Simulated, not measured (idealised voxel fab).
process module | voxel air gaps
cross-section cut | 220 nm wide | cells 5 nm
A cross-section is a grid of square cells, given in bands from the top down. A band is one or more rows of cells.
Each band's line starts with the height of the band's top and of its bottom, in nm. Then come its materials from left to right, each with its width in nm. One material with "throughout" fills the band from edge to edge. "air" is empty space.
Height 0 is the level under which the wafer as received is all one material. The lowest band goes on downwards, as in "0 down".
A width such as "30 to 40" changes by the same amount from each row of cells to the next, from the band's top row to its bottom row.
"no change" after a step means that no cell of the cross-section changed.
closed voids: empty space of 8 cells or more with no open way to the top, each as width x height at its distance from the left edge, in nm
after a step's settings: what the simulator itself notes on the step
overlay nm, on a step with a mask: how far to the right of its planned place the mask lay; to the left if negative
plan
1 op RECEIVE | material Si
2 op CONFORMAL_DEP | material SiO2 | thk nm 10
3 op CONFORMAL_DEP | material SiN | thk nm 5
4 op DIRECTIONAL_DEP | material lowk | thk nm 35
5 op DIRECTIONAL_DEP | material aC | thk nm 15
6 op PATTERN | tone open | mask id LINES | material resist | width nm 25 | pitch nm 50 | thk nm 30 | overlay nm -5
7 op DIRECTIONAL_ETCH | etch materials aC | depth nm 15
8 op STRIP | etch materials resist
9 op DIRECTIONAL_ETCH | etch materials lowk | depth nm 35
10 op STRIP | etch materials aC
11 op CONFORMAL_DEP | material TiN | thk nm 5
12 op FILL_DEP | material Ru | thk nm 5
13 op CMP | height nm 50
14 op EPI | material Ru | thk nm 10
15 op SELECTIVE_ETCH | etch materials lowk | depth nm 45
16 op CONFORMAL_DEP | material SiCN | thk nm 5
varied across the wafers: overlay nm of step 6. The plan shows the first wafer's value. All wafers start alike
first wafer as received, after step 1
  0 down: Si throughout
  closed voids: none
first wafer at the end, after step 16
  65 to 60: SiCN 205 | air 15
  60 to 50: SiCN 5 | Ru 45 | SiCN 5 | Ru 45 | SiCN 5 | Ru 45 | SiCN 5 | Ru 45 | SiCN 5 | air 15
  50 to 45: SiCN 15 | TiN 5 | Ru 15 | TiN 5 | SiCN 25 | TiN 5 | Ru 15 | TiN 5 | SiCN 25 | TiN 5 | Ru 15 | TiN 5 | SiCN 25 | TiN 5 | Ru 15 | TiN 5 | SiCN 15 | air 15
  45 to 20: air 10 | SiCN 5 | TiN 5 | Ru 15 | TiN 5 | SiCN 5 | air 15 | SiCN 5 | TiN 5 | Ru 15 | TiN 5 | SiCN 5 | air 15 | SiCN 5 | TiN 5 | Ru 15 | TiN 5 | SiCN 5 | air 15 | SiCN 5 | TiN 5 | Ru 15 | TiN 5 | SiCN 5 | air 25
  20 to 15: SiCN 15 | TiN 25 | SiCN 25 | TiN 25 | SiCN 25 | TiN 25 | SiCN 25 | TiN 25 | SiCN 30
  15 to 10: SiN throughout
  10 to 0: SiO2 throughout
  0 down: Si throughout
  closed voids: 10 x 25 at 0; 15 x 25 at 45; 15 x 25 at 95; 15 x 25 at 145
last wafer at the end
  65 to 60: air 15 | SiCN 205
  60 to 50: air 15 | SiCN 5 | Ru 45 | SiCN 5 | Ru 45 | SiCN 5 | Ru 45 | SiCN 5 | Ru 45 | SiCN 5
  50 to 45: air 15 | SiCN 15 | TiN 5 | Ru 15 | TiN 5 | SiCN 25 | TiN 5 | Ru 15 | TiN 5 | SiCN 25 | TiN 5 | Ru 15 | TiN 5 | SiCN 25 | TiN 5 | Ru 15 | TiN 5 | SiCN 15
  45 to 20: air 25 | SiCN 5 | TiN 5 | Ru 15 | TiN 5 | SiCN 5 | air 15 | SiCN 5 | TiN 5 | Ru 15 | TiN 5 | SiCN 5 | air 15 | SiCN 5 | TiN 5 | Ru 15 | TiN 5 | SiCN 5 | air 15 | SiCN 5 | TiN 5 | Ru 15 | TiN 5 | SiCN 5 | air 10
  20 to 15: SiCN 30 | TiN 25 | SiCN 25 | TiN 25 | SiCN 25 | TiN 25 | SiCN 25 | TiN 25 | SiCN 15
  15 to 10: SiN throughout
  10 to 0: SiO2 throughout
  0 down: Si throughout
  closed voids: 15 x 25 at 60; 15 x 25 at 110; 15 x 25 at 160; 10 x 25 at 210
each wafer at the end: cells of each material gained (+) or lost (-) since it was received, then its closed voids
overlay nm -5 | +144 Ru | +136 SiCN | +44 SiN | +88 SiO2 | +68 TiN | closed voids: 10 x 25 at 0; 15 x 25 at 45; 15 x 25 at 95; 15 x 25 at 145
overlay nm 0 | +144 Ru | +136 SiCN | +44 SiN | +88 SiO2 | +68 TiN | closed voids: 15 x 25 at 50; 15 x 25 at 100; 15 x 25 at 150
overlay nm 5 | +144 Ru | +136 SiCN | +44 SiN | +88 SiO2 | +68 TiN | closed voids: 15 x 25 at 55; 15 x 25 at 105; 15 x 25 at 155
overlay nm 10 | +144 Ru | +136 SiCN | +44 SiN | +88 SiO2 | +68 TiN | closed voids: 15 x 25 at 60; 15 x 25 at 110; 15 x 25 at 160; 10 x 25 at 210
